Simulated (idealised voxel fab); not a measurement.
The process module that follows is named voxel transistor to metal.
Section shown: cut. Width: 285 nm. Cell size: 5 nm, square.
Format of a cross-section: grid, square cells. Given as bands. Order: top down. Band: one or more rows of cells.
For a band, the entry starts with two heights in nm, that of the top and then that of the bottom, and carries on with the band's materials in order from left to right, each alongside its width in nm; the word "edge to edge" beside a single material means it fills the band edge to edge, and "blank" means empty space.
Heights are measured from 0, the level below which the as-received wafer is all one material; the lowest band has no bottom and continues downward, written as in "0 down".
Think of "30..40" as a width that walks from the first number to the second as you go down the band, top row to bottom row, taking equal-sized steps from row to row.
Where a step carries "nothing was modified", the cross-section came out of it unchanged, cell for cell.
This entry, "Non-vented voids", enumerates those empty regions of no fewer than 8 cells that possess no open connection to the top. Each region is reported in the form width x height at distance, the distance being taken from the left edge, with all three quantities expressed in nm.
Where a step's line continues beyond its settings, the continuation is a remark by the simulator itself on that step.
"overlay nm" answers the question of how far to the right of plan the mask lay on a step that has a mask, and when it is negative the answer is to the left.
[Listed below are the process steps as planned]
1: RECEIVE [material Si]
2: CONFORMAL_DEP [material SiO2] [thk nm 5]
3: CONFORMAL_DEP [material SiN] [thk nm 15]
4: PATTERN [tone cover] [mask id ACTIVE] [material resist] [width nm 110] [pitch nm 140] [thk nm 15] [overlay nm 0]
5: DIRECTIONAL_ETCH [etch materials SiN] [depth nm 15]
6: DIRECTIONAL_ETCH [etch materials SiO2] [depth nm 5]
7: DIRECTIONAL_ETCH [etch materials Si] [depth nm 25]
8: STRIP [etch materials resist]
9: FILL_DEP [material SiO2] [thk nm 15]
10: CMP [height nm 20]
11: SELECTIVE_ETCH [etch materials SiO2] [depth nm 10]
12: STRIP [etch materials SiN]
13: SELECTIVE_ETCH [etch materials SiO2] [depth nm 5]
14: OXIDIZE [depth nm 5]
15: DIRECTIONAL_DEP [material polySi] [thk nm 20]
16: DIRECTIONAL_DEP [material SiCN] [thk nm 15]
17: MASKED_ETCH [tone cover] [mask id GATE] [width nm 20] [pitch nm 140] [etch materials SiCN] [depth nm 25] [overlay nm 0]
18: MASKED_ETCH [tone cover] [mask id GATE] [width nm 20] [pitch nm 140] [etch materials polySi] [depth nm 30] [overlay nm 0]
19: CONFORMAL_DEP [material SiN] [thk nm 10]
20: DIRECTIONAL_ETCH [etch materials SiN] [depth nm 10]
21: DIRECTIONAL_ETCH [etch materials SiO2] [depth nm 5]
22: DIRECTIONAL_ETCH [etch materials Si] [depth nm 5]
23: EPI [material nSi] [thk nm 10]
24: FILL_DEP [material SiO2] [thk nm 5]
25: CMP [height nm 35]
26: DIRECTIONAL_DEP [material SiO2] [thk nm 15]
27: DIRECTIONAL_DEP [material aC] [thk nm 15]
28: PATTERN [tone open] [mask id CONTACT] [material resist] [width nm 20] [pitch nm 70] [thk nm 30] [overlay nm 0]
29: DIRECTIONAL_ETCH [etch materials aC] [depth nm 15]
30: STRIP [etch materials resist]
31: DIRECTIONAL_ETCH [etch materials SiO2] [depth nm 50]
32: STRIP [etch materials aC]
33: CONFORMAL_DEP [material TiN] [thk nm 5]
34: FILL_DEP [material Ru] [thk nm 5]
35: CMP [height nm 50]
36: DIRECTIONAL_DEP [material TiN] [thk nm 5]
37: DIRECTIONAL_DEP [material W] [thk nm 25]
38: PATTERN [tone cover] [mask id METAL_1] [material resist] [width nm 20] [pitch nm 70] [thk nm 20] [overlay nm 0]
39: DIRECTIONAL_ETCH [etch materials W] [depth nm 25]
40: DIRECTIONAL_ETCH [etch materials TiN] [depth nm 5]
41: STRIP [etch materials resist]
42: CONFORMAL_DEP [material SiN] [thk nm 5]
43: FILL_DEP [material lowk] [thk nm 5]
44: CMP [height nm 80]
45: CONFORMAL_DEP [material SiCN] [thk nm 5]
[As-received state of the wafer in cross-section, equivalent to post-step 1]
* 0 down: Si edge to edge
* Non-vented voids: none
[First wafer of two, sectioned at end of module; run went per plan]
* 85 to 80: SiCN edge to edge
* 80 to 55: lowk: 20, then SiN: 5, then W: 20, then SiN: 5, then lowk: 40, then SiN: 5, then W: 20, then SiN: 5, then lowk: 40, then SiN: 5, then W: 20, then SiN: 5, then lowk: 40, then SiN: 5, then W: 20, then SiN: 5, then lowk: 25
* 55 to 50: SiN: 25, then TiN: 20, then SiN: 50, then TiN: 20, then SiN: 50, then TiN: 20, then SiN: 50, then TiN: 20, then SiN: 30
* 50 to 35: SiO2: 25, then TiN: 5, then Ru: 10, then TiN: 5, then SiO2: 50, then TiN: 5, then Ru: 10, then TiN: 5, then SiO2: 50, then TiN: 5, then Ru: 10, then TiN: 5, then SiO2: 50, then TiN: 5, then Ru: 10, then TiN: 5, then SiO2: 30
* 35 to 20: SiO2: 25, then TiN: 5, then Ru: 10, then TiN: 5, then SiO2: 5, then SiN: 10, then SiCN: 20, then SiN: 10, then SiO2: 5, then TiN: 5, then Ru: 10, then TiN: 5, then SiO2: 50, then TiN: 5, then Ru: 10, then TiN: 5, then SiO2: 5, then SiN: 10, then SiCN: 20, then SiN: 10, then SiO2: 5, then TiN: 5, then Ru: 10, then TiN: 5, then SiO2: 30
* 20 to 10: SiO2: 25, then TiN: 5, then Ru: 10, then TiN: 5, then SiO2: 5, then SiN: 10, then polySi: 20, then SiN: 10, then SiO2: 5, then TiN: 5, then Ru: 10, then TiN: 5, then SiO2: 50, then TiN: 5, then Ru: 10, then TiN: 5, then SiO2: 5, then SiN: 10, then polySi: 20, then SiN: 10, then SiO2: 5, then TiN: 5, then Ru: 10, then TiN: 5, then SiO2: 30
* 10 to 5: SiO2: 25, then TiN: 20, then SiO2: 5, then SiN: 10, then polySi: 20, then SiN: 10, then SiO2: 5, then TiN: 20, then SiO2: 50, then TiN: 20, then SiO2: 5, then SiN: 10, then polySi: 20, then SiN: 10, then SiO2: 5, then TiN: 20, then SiO2: 30
* 5 to 0: SiO2: 10, then SiN: 10, then nSi: 10, then TiN: 10, then nSi: 10, then SiN: 10, then polySi: 20, then SiN: 10, then nSi: 10, then TiN: 10, then nSi: 10, then SiN: 10, then SiO2: 20, then SiN: 10, then nSi: 10, then TiN: 10, then nSi: 10, then SiN: 10, then polySi: 20, then SiN: 10, then nSi: 10, then TiN: 10, then nSi: 10, then SiN: 10, then SiO2: 15
* 0 to -5: SiO2: 20, then nSi: 30, then SiO2: 40, then nSi: 30, then SiO2: 40, then nSi: 30, then SiO2: 40, then nSi: 30, then SiO2: 25
* -5 to -10: SiO2: 15, then Si: 5, then nSi: 30, then Si: 40, then nSi: 30, then Si: 5, then SiO2: 30, then Si: 5, then nSi: 30, then Si: 40, then nSi: 30, then Si: 5, then SiO2: 20
* -10 to -25: SiO2: 15, then Si: 110, then SiO2: 30, then Si: 110, then SiO2: 20
* -25 down: Si edge to edge
* Non-vented voids: none
[Wafer two (of two), end-of-module cross-section: start = wafer one, plan = wafer one, one run mistake]
* 85 to 80: SiCN edge to edge
* 80 to 55: lowk: 20, then SiN: 5, then W: 20, then SiN: 5, then lowk: 40, then SiN: 5, then W: 20, then SiN: 5, then lowk: 40, then SiN: 5, then W: 20, then SiN: 5, then lowk: 40, then SiN: 5, then W: 20, then SiN: 5, then lowk: 25
* 55 to 50: SiN: 25, then TiN: 20, then SiN: 50, then TiN: 20, then SiN: 50, then TiN: 20, then SiN: 50, then TiN: 20, then SiN: 30
* 50 to 40: Ru: 20, then TiN: 5, then SiO2: 20, then TiN: 5, then Ru: 40, then TiN: 5, then SiO2: 20, then TiN: 5, then Ru: 40, then TiN: 5, then SiO2: 20, then TiN: 5, then Ru: 40, then TiN: 5, then SiO2: 20, then TiN: 5, then Ru: 25
* 40 to 35: Ru: 20, then TiN: 5, then SiO2: 20, then TiN: 50, then SiO2: 20, then TiN: 5, then Ru: 40, then TiN: 5, then SiO2: 20, then TiN: 50, then SiO2: 20, then TiN: 5, then Ru: 25
* 35 to 20: Ru: 20, then TiN: 5, then SiO2: 20, then TiN: 5, then SiN: 10, then SiCN: 20, then SiN: 10, then TiN: 5, then SiO2: 20, then TiN: 5, then Ru: 40, then TiN: 5, then SiO2: 20, then TiN: 5, then SiN: 10, then SiCN: 20, then SiN: 10, then TiN: 5, then SiO2: 20, then TiN: 5, then Ru: 25
* 20 to 10: Ru: 20, then TiN: 5, then SiO2: 20, then TiN: 5, then SiN: 10, then polySi: 20, then SiN: 10, then TiN: 5, then SiO2: 20, then TiN: 5, then Ru: 40, then TiN: 5, then SiO2: 20, then TiN: 5, then SiN: 10, then polySi: 20, then SiN: 10, then TiN: 5, then SiO2: 20, then TiN: 5, then Ru: 25
* 10 to 5: Ru: 5, then TiN: 20, then SiO2: 20, then TiN: 5, then SiN: 10, then polySi: 20, then SiN: 10, then TiN: 5, then SiO2: 20, then TiN: 20, then Ru: 10, then TiN: 20, then SiO2: 20, then TiN: 5, then SiN: 10, then polySi: 20, then SiN: 10, then TiN: 5, then SiO2: 20, then TiN: 20, then Ru: 10
* 5 to 0: TiN: 10, then SiN: 10, then nSi: 10, then SiO2: 10, then nSi: 10, then SiN: 10, then polySi: 20, then SiN: 10, then nSi: 10, then SiO2: 10, then nSi: 10, then SiN: 10, then TiN: 20, then SiN: 10, then nSi: 10, then SiO2: 10, then nSi: 10, then SiN: 10, then polySi: 20, then SiN: 10, then nSi: 10, then SiO2: 10, then nSi: 10, then SiN: 10, then TiN: 15
* 0 to -5: SiO2: 20, then nSi: 30, then SiO2: 40, then nSi: 30, then SiO2: 40, then nSi: 30, then SiO2: 40, then nSi: 30, then SiO2: 25
* -5 to -10: SiO2: 15, then Si: 5, then nSi: 30, then Si: 40, then nSi: 30, then Si: 5, then SiO2: 30, then Si: 5, then nSi: 30, then Si: 40, then nSi: 30, then Si: 5, then SiO2: 20
* -10 to -25: SiO2: 15, then Si: 110, then SiO2: 30, then Si: 110, then SiO2: 20
* -25 down: Si edge to edge
* Non-vented voids: none
What was done differently from what was planned? step 28 was processed under conditions differing from the plan, specifically as PATTERN [tone cover] [mask id CONTACT] [material resist] [width nm 20] [pitch nm 70] [thk nm 30] [overlay nm 0]
Looking at both finished wafers in cells, the second ends up ahead of or behind the first on some materials: +109 Ru | -130 SiO2 | +21 TiN
